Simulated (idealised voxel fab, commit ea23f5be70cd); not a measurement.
process module | voxel gate over fins
cross-section cut | 260 nm wide | cells 5 nm
A cross-section is a grid of square cells, given in bands from the top down. A band is one or more rows of cells.
Each band's line starts with the height of the band's top and of its bottom, in nm. Then come its materials from left to right, each with its width in nm. One material with "throughout" fills the band from edge to edge. "air" is empty space.
Height 0 is the level under which the wafer as received is all one material. The lowest band goes on downwards, as in "0 down".
A width such as "30 to 40" changes by the same amount from each row of cells to the next, from the band's top row to its bottom row.
"no change" after a step means that no cell of the cross-section changed.
closed voids: empty space of 8 cells or more with no open way to the top, each as width x height at its distance from the left edge, in nm
after a step's settings: what the simulator itself notes on the step
overlay nm, on a step with a mask: how far to the right of its planned place the mask lay; to the left if negative
plan
1 op RECEIVE | material Si
2 op CONFORMAL_DEP | material SiN | thk nm 10
3 op DIRECTIONAL_DEP | material aC | thk nm 10
4 op PATTERN | tone cover | mask id FINS | material resist | width nm 15 | pitch nm 40 | thk nm 30 | overlay nm 0
5 op DIRECTIONAL_ETCH | etch materials aC | depth nm 10
6 op STRIP | etch materials resist
7 op DIRECTIONAL_ETCH | etch materials SiN | depth nm 10
8 op DIRECTIONAL_ETCH | etch materials Si | depth nm 30
9 op STRIP | etch materials aC
10 op FILL_DEP | material SiO2 | thk nm 5
11 op CMP | height nm 10
12 op SELECTIVE_ETCH | etch materials SiO2 | depth nm 25
13 op STRIP | etch materials SiN
14 op CONFORMAL_DEP | material HfO2 | thk nm 5
15 op CONFORMAL_DEP | material TiN | thk nm 5
16 op CONFORMAL_DEP | material TiAl | thk nm 5
17 op CONFORMAL_DEP | material TiN | thk nm 5
18 op FILL_DEP | material W | thk nm 10
19 op CMP | height nm 25
20 op CONFORMAL_DEP | material SiCN | thk nm 10
as received, after step 1
  0 down: Si throughout
  closed voids: none
first wafer at the end, as planned
  35 to 25: SiCN throughout
  25 to 20: W throughout
  20 to 15: W 80 | TiN 95 | W 85
  15 to 10: W 80 | TiN 5 | TiAl 85 | TiN 5 | W 85
  10 to 5: W 80 | TiN 5 | TiAl 5 | TiN 35 | TiAl 5 | TiN 35 | TiAl 5 | TiN 5 | W 85
  5 to 0: TiN 85 | TiAl 5 | TiN 5 | HfO2 25 | TiN 5 | TiAl 5 | TiN 5 | HfO2 25 | TiN 5 | TiAl 5 | TiN 90
  0 to -5: TiAl 90 | TiN 5 | HfO2 5 | Si 15 | HfO2 5 | TiN 5 | TiAl 5 | TiN 5 | HfO2 5 | Si 15 | HfO2 5 | TiN 5 | TiAl 95
  -5 to -10: TiN 95 | HfO2 5 | Si 15 | HfO2 5 | TiN 15 | HfO2 5 | Si 15 | HfO2 5 | TiN 100
  -10 to -15: HfO2 100 | Si 15 | HfO2 25 | Si 15 | HfO2 105
  -15 to -30: SiO2 100 | Si 15 | SiO2 25 | Si 15 | SiO2 105
  -30 down: Si throughout
  closed voids: none
second wafer at the end: like start, like plan, one mistake
  35 to 25: SiCN throughout
  25 to 20: TiAl throughout
  20 to 15: TiN throughout
  15 to 0: HfO2 throughout
  0 down: Si throughout
  closed voids: none
what went wrong: step 2 ran as: op CONFORMAL_DEP | material HfO2 | thk nm 10
at the end the second wafer has, in cells: 92 more of HfO2 | 276 more of Si | 138 fewer of SiO2 | 9 fewer of TiAl | 70 fewer of TiN | 151 fewer of W
